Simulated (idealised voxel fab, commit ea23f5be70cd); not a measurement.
Module name: voxel wiring stack (process module)
Each square cell in cross-section cut measures 5 nm, and the section as a whole is 225 nm wide.
Think of the cross-section as a grid of square cells. We describe it in bands, top to bottom, and each band covers one or more rows of those cells. Quick guide to a band line: top height, bottom height (nm) up front; then every material left to right with its width in nm. Only one material and it's marked "edge to edge"? Then it fills the band edge to edge. And "blank" just means empty space. Measure heights from 0. That's the level where, below it, the as-received wafer is all one material. The lowest band is bottomless and extends downward; write it as in "z 0 and below". A width given as "30..40" starts at the first number in the band's top row and ends at the second number in its bottom row, shifting by an equal amount at every step from row to row. Where the words "no alteration" appear for a step, the cross-section shows no cell changed by that step; every cell remained as before. Enclosed voids (no open way to top), threshold 8 cells or more, entry "Closed internal voids", notation width x height at distance, distance from left edge, nm. Whatever follows a step's settings on its line is a remark the simulator itself makes about that step. If you see "overlay nm" on a step's line and that step has a mask, it's telling you how far right of where it was planned the mask ended up; a negative number means it went left instead.
Process steps foreseen in the plan
1. RECEIVE (material Si)
2. CONFORMAL_DEP (material SiO2; thk nm 10)
3. CONFORMAL_DEP (material SiCN; thk nm 5)
4. DIRECTIONAL_DEP (material SiO2; thk nm 25)
5. MASKED_ETCH (tone open; mask id METAL_1; width nm 25; pitch nm 45; etch materials SiO2; depth nm 25; overlay nm -15)
6. MASKED_ETCH (tone open; mask id METAL_1; width nm 25; pitch nm 45; etch materials SiCN; depth nm 5; overlay nm 0)
7. CONFORMAL_DEP (material TiN; thk nm 5)
8. FILL_DEP (material Ru; thk nm 5)
9. CMP (height nm 40)
10. CONFORMAL_DEP (material SiCN; thk nm 5)
11. DIRECTIONAL_DEP (material lowk; thk nm 30)
12. PATTERN (tone open; mask id METAL_2_HOLES; material resist; width nm 15; thk nm 20; overlay nm 0)
13. DIRECTIONAL_ETCH (etch materials lowk; depth nm 30)
14. STRIP (etch materials resist)
15. PATTERN (tone open; mask id METAL_2; material resist; width nm 25; pitch nm 45; thk nm 15; overlay nm 0)
16. DIRECTIONAL_ETCH (etch materials lowk; depth nm 15)
17. DIRECTIONAL_ETCH (etch materials SiCN; depth nm 5)
18. STRIP (etch materials resist)
19. CONFORMAL_DEP (material TiN; thk nm 5)
20. FILL_DEP (material Cu; thk nm 5)
21. CMP (height nm 75)
22. CONFORMAL_DEP (material SiCN; thk nm 5)
23. DIRECTIONAL_DEP (material SiO2; thk nm 20)
24. PATTERN (tone open; mask id PLUG_2; material resist; width nm 15; pitch nm 45; thk nm 20; overlay nm 0)
25. DIRECTIONAL_ETCH (etch materials SiO2; depth nm 20)
26. DIRECTIONAL_ETCH (etch materials SiCN; depth nm 5)
27. STRIP (etch materials resist)
28. EPI (material Ru; thk nm 10)
29. EPI (material Ru; thk nm 10)
30. EPI (material Ru; thk nm 5)
31. DIRECTIONAL_DEP (material TiN; thk nm 5)
32. DIRECTIONAL_DEP (material Ru; thk nm 20)
33. DIRECTIONAL_DEP (material aC; thk nm 15)
34. PATTERN (tone cover; mask id METAL_3; material resist; width nm 25; pitch nm 45; thk nm 30; overlay nm 0)
35. DIRECTIONAL_ETCH (etch materials aC; depth nm 15)
36. STRIP (etch materials resist)
37. DIRECTIONAL_ETCH (etch materials Ru; depth nm 20)
38. DIRECTIONAL_ETCH (etch materials TiN; depth nm 5)
39. STRIP (etch materials aC)
40. FILL_DEP (material SiO2; thk nm 10)
41. CMP (height nm 125)
42. CONFORMAL_DEP (material SiCN; thk nm 5)
All wafers enter the flow in the same state. The overlay nm at step 5 differs from wafer to wafer, and the plan gives the value for the first wafer.
First of several wafers, received after step 1, in cross-section
> z 0 and below  Si edge to edge
> Closed internal voids: none
The cross-section of the first of several wafers is given below for the end of the module, after its final step, step 42
> z 130 to 125  SiCN edge to edge
> z 125 to 105  SiO2=75 | Ru=25 | SiO2=20 | Ru=25 | SiO2=80
> z 105 to 100  SiO2=75 | TiN=25 | SiO2=20 | TiN=25 | SiO2=80
> z 100 to 80  SiO2=75 | Ru=15 | SiO2=30 | Ru=15 | SiO2=90
> z 80 to 75  SiCN=75 | Ru=15 | SiCN=30 | Ru=15 | SiCN=90
> z 75 to 65  lowk=75 | TiN=5 | Cu=15 | TiN=5 | lowk=20 | TiN=5 | Cu=15 | TiN=5 | lowk=80
> z 65 to 60  lowk=75 | TiN=5 | Cu=5 | TiN=15 | lowk=20 | TiN=25 | lowk=80
> z 60 to 45  lowk=75 | TiN=5 | Cu=5 | TiN=5 | lowk=135
> z 45 to 40  SiCN=75 | TiN=15 | SiCN=135
> z 40 to 20  SiO2=60 | TiN=5 | Ru=15 | TiN=5 | SiO2=20 | TiN=5 | Ru=15 | TiN=5 | SiO2=95
> z 20 to 15  SiO2=60 | TiN=25 | SiO2=20 | TiN=25 | SiO2=95
> z 15 to 10  SiCN=75 | TiN=10 | SiCN=35 | TiN=10 | SiCN=95
> z 10 to 0  SiO2 edge to edge
> z 0 and below  Si edge to edge
> Closed internal voids: none
At the end of the module, the last of several wafers in cross-section
> z 130 to 125  SiCN edge to edge
> z 125 to 105  SiO2=75 | Ru=25 | SiO2=20 | Ru=25 | SiO2=80
> z 105 to 100  SiO2=75 | TiN=25 | SiO2=20 | TiN=25 | SiO2=80
> z 100 to 80  SiO2=75 | Ru=15 | SiO2=30 | Ru=15 | SiO2=90
> z 80 to 75  SiCN=75 | Ru=15 | SiCN=30 | Ru=15 | SiCN=90
> z 75 to 65  lowk=75 | TiN=5 | Cu=15 | TiN=5 | lowk=20 | TiN=5 | Cu=15 | TiN=5 | lowk=80
> z 65 to 60  lowk=75 | TiN=5 | Cu=5 | TiN=15 | lowk=20 | TiN=25 | lowk=80
> z 60 to 45  lowk=75 | TiN=5 | Cu=5 | TiN=5 | lowk=135
> z 45 to 40  SiCN=75 | TiN=15 | SiCN=135
> z 40 to 20  SiO2=90 | TiN=5 | Ru=15 | TiN=5 | SiO2=20 | TiN=5 | Ru=15 | TiN=5 | SiO2=65
> z 20 to 15  SiO2=90 | TiN=25 | SiO2=20 | TiN=25 | SiO2=65
> z 15 to 10  SiCN=90 | TiN=10 | SiCN=35 | TiN=10 | SiCN=80
> z 10 to 0  SiO2 edge to edge
> z 0 and below  Si edge to edge
> Closed internal voids: none
The rows of the table below are wafers. Looking at the end of the module, a row counts, for every material, the cells the wafer has gained, shown as (+), or lost, shown as (-), since it was received; its closed voids come next
overlay nm -15, +16 Cu, +94 Ru, +167 SiCN, +596 SiO2, +66 TiN, +231 lowk, Closed internal voids: none
overlay nm -10, +16 Cu, +96 Ru, +165 SiCN, +596 SiO2, +66 TiN, +231 lowk, Closed internal voids: none
overlay nm -5, +16 Cu, +98 Ru, +163 SiCN, +596 SiO2, +66 TiN, +231 lowk, Closed internal voids: none
overlay nm 0, +16 Cu, +100 Ru, +161 SiCN, +596 SiO2, +66 TiN, +231 lowk, Closed internal voids: none
overlay nm 5, +16 Cu, +98 Ru, +163 SiCN, +596 SiO2, +66 TiN, +231 lowk, Closed internal voids: none
overlay nm 10, +16 Cu, +96 Ru, +165 SiCN, +596 SiO2, +66 TiN, +231 lowk, Closed internal voids: none
overlay nm 15, +16 Cu, +94 Ru, +167 SiCN, +596 SiO2, +66 TiN, +231 lowk, Closed internal voids: none
